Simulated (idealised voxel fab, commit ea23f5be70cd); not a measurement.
Documented hereafter: the process module known as voxel fin reveal.
This is section cut - it's 200 nm across, gridded in 5 nm square cells.
Cross-section spec: square-cell grid; bands listed top down; each band is one or more rows.
Quick guide to a band line: top height, bottom height (nm) up front; then every material left to right with its width in nm. Only one material and it's marked "all across"? Then it fills the band edge to edge. And "blank" just means empty space.
Heads up on the height convention: 0 is the point under which the incoming wafer is all one material, and the lowest band has no bottom, it just keeps going down, like "top 0, no bottom".
Per-row width for "30..40": begins at first number (top row of band), ends at second number (bottom row), increment between rows held constant.
Reading "remains unaltered" for a step: not a cell of the cross-section changed in it.
Basically, "Sealed voids" tells you about the enclosed voids: empty spaces with no open way to the top, 8 cells or bigger, each written width x height at distance, where distance is from the left edge, all in nm.
That trailing text on a step's line, after the settings, is the simulator's own remark on the step.
The "overlay nm" setting may appear on a step's line; for a step that uses a mask, it gives how far to the right of its planned position the mask lay, and a negative value indicates the left.
The planned process steps are enumerated hereunder
- 1: RECEIVE, material Si
- 2: CONFORMAL_DEP, material SiN, thk nm 5
- 3: DIRECTIONAL_DEP, material aC, thk nm 15
- 4: PATTERN, tone cover, mask id FINS, material resist, width nm 15, pitch nm 35, thk nm 35, overlay nm 0
- 5: DIRECTIONAL_ETCH, etch materials aC, depth nm 15
- 6: STRIP, etch materials resist
- 7: DIRECTIONAL_ETCH, etch materials SiN, depth nm 5
- 8: DIRECTIONAL_ETCH, etch materials Si, depth nm 35
- 9: STRIP, etch materials aC
- 10: OXIDIZE, depth nm 5
- 11: FILL_DEP, material SiO2, thk nm 15
- 12: CMP, height nm 5
- 13: SELECTIVE_ETCH, etch materials SiO2, depth nm 20
- 14: STRIP, etch materials SiN
- 15: CONFORMAL_DEP, material SiO2, thk nm 5
On the first of the two wafers: run conducted according to plan
Cross-section of the wafer at receipt, which is the condition after step 1
* top 0, no bottom: Si all across
* Sealed voids: none
Cross-section: wafer state after step 2
* top 5, bottom 0: SiN all across
* Everything under 0 stays put, no change at all.
Cross-section: wafer state after step 3
* top 20, bottom 5: aC all across
* Everything under 5 stays put, no change at all.
Cross-section: wafer state after step 4
* top 55, bottom 20: 75 nm blank; 15 nm resist; 20 nm blank; 15 nm resist; 75 nm blank
* Everything under 20 stays put, no change at all.
Cross-section: wafer state after step 5
* top 40, bottom 20: 75 nm blank; 15 nm resist; 20 nm blank; 15 nm resist; 75 nm blank
* top 20, bottom 5: 75 nm blank; 15 nm aC; 20 nm blank; 15 nm aC; 75 nm blank
* Everything under 5 stays put, no change at all.
Cross-section: wafer state after step 6
* top 20, bottom 5: 75 nm blank; 15 nm aC; 20 nm blank; 15 nm aC; 75 nm blank
* Everything under 5 stays put, no change at all.
Cross-section: wafer state after step 7
* top 20, bottom 5: 75 nm blank; 15 nm aC; 20 nm blank; 15 nm aC; 75 nm blank
* top 5, bottom 0: 75 nm blank; 15 nm SiN; 20 nm blank; 15 nm SiN; 75 nm blank
* Everything under 0 stays put, no change at all.
Cross-section: wafer state after step 8
* top 20, bottom 5: 75 nm blank; 15 nm aC; 20 nm blank; 15 nm aC; 75 nm blank
* top 5, bottom 0: 75 nm blank; 15 nm SiN; 20 nm blank; 15 nm SiN; 75 nm blank
* top 0, bottom -35: 75 nm blank; 15 nm Si; 20 nm blank; 15 nm Si; 75 nm blank
* Everything under -35 stays put, no change at all.
Cross-section: wafer state after step 9
* top 5, bottom 0: 75 nm blank; 15 nm SiN; 20 nm blank; 15 nm SiN; 75 nm blank
* Everything under 0 stays put, no change at all.
Cross-section: wafer state after step 10
* top 5, bottom 0: 75 nm blank; 15 nm SiN; 20 nm blank; 15 nm SiN; 75 nm blank
* top 0, bottom -35: 75 nm blank; 5 nm SiO2; 5 nm Si; 5 nm SiO2; 20 nm blank; 5 nm SiO2; 5 nm Si; 5 nm SiO2; 75 nm blank
* top -35, bottom -40: 80 nm SiO2; 5 nm Si; 30 nm SiO2; 5 nm Si; 80 nm SiO2
* Everything under -40 stays put, no change at all.
Cross-section: wafer state after step 11
* top 20, bottom 5: SiO2 all across
* top 5, bottom 0: 75 nm SiO2; 15 nm SiN; 20 nm SiO2; 15 nm SiN; 75 nm SiO2
* top 0, bottom -40: 80 nm SiO2; 5 nm Si; 30 nm SiO2; 5 nm Si; 80 nm SiO2
* Everything under -40 stays put, no change at all.
Cross-section: wafer state after step 12
* top 5, bottom 0: 75 nm SiO2; 15 nm SiN; 20 nm SiO2; 15 nm SiN; 75 nm SiO2
* Everything under 0 stays put, no change at all.
Cross-section: wafer state after step 13
* top 5, bottom 0: 75 nm blank; 15 nm SiN; 20 nm blank; 15 nm SiN; 75 nm blank
* top 0, bottom -15: 80 nm blank; 5 nm Si; 30 nm blank; 5 nm Si; 80 nm blank
* Everything under -15 stays put, no change at all.
Cross-section: wafer state after step 14
* top 0, bottom -15: 80 nm blank; 5 nm Si; 30 nm blank; 5 nm Si; 80 nm blank
* Everything under -15 stays put, no change at all.
Cross-section: wafer state after step 15
* top 5, bottom 0: 75 nm blank; 15 nm SiO2; 20 nm blank; 15 nm SiO2; 75 nm blank
* top 0, bottom -10: 75 nm blank; 5 nm SiO2; 5 nm Si; 5 nm SiO2; 20 nm blank; 5 nm SiO2; 5 nm Si; 5 nm SiO2; 75 nm blank
* top -10, bottom -40: 80 nm SiO2; 5 nm Si; 30 nm SiO2; 5 nm Si; 80 nm SiO2
* Everything under -40 stays put, no change at all.
The second wafer began exactly as the first did and followed the same plan, but one mistake was made while running it; through step 13 inclusive, the two wafers are identical
The second wafer cut through, at the time step 14 was supposed to be finished
* top 5, bottom 0: 75 nm blank; 15 nm SiN; 20 nm blank; 15 nm SiN; 75 nm blank
* top 0, bottom -40: 80 nm blank; 5 nm Si; 30 nm blank; 5 nm Si; 80 nm blank
* Everything under -40 stays put, no change at all.
The second wafer cut through, at the time step 15 was supposed to be finished
* top 10, bottom 5: 70 nm blank; 25 nm SiO2; 10 nm blank; 25 nm SiO2; 70 nm blank
* top 5, bottom 0: 70 nm blank; 5 nm SiO2; 15 nm SiN; 5 nm SiO2; 10 nm blank; 5 nm SiO2; 15 nm SiN; 5 nm SiO2; 70 nm blank
* top 0, bottom -5: 70 nm blank; 10 nm SiO2; 5 nm Si; 10 nm SiO2; 10 nm blank; 10 nm SiO2; 5 nm Si; 10 nm SiO2; 70 nm blank
* top -5, bottom -35: 75 nm blank; 5 nm SiO2; 5 nm Si; 5 nm SiO2; 20 nm blank; 5 nm SiO2; 5 nm Si; 5 nm SiO2; 75 nm blank
* top -35, bottom -40: 80 nm SiO2; 5 nm Si; 30 nm SiO2; 5 nm Si; 80 nm SiO2
* Everything under -40 stays put, no change at all.
Deviation noted in wafer processing: step 14 changed vs plan, executed as STRIP, etch materials SiO2
Bottom line after processing is that, in cells, the second wafer is up or down on some materials versus the first: +6 SiN; -158 SiO2
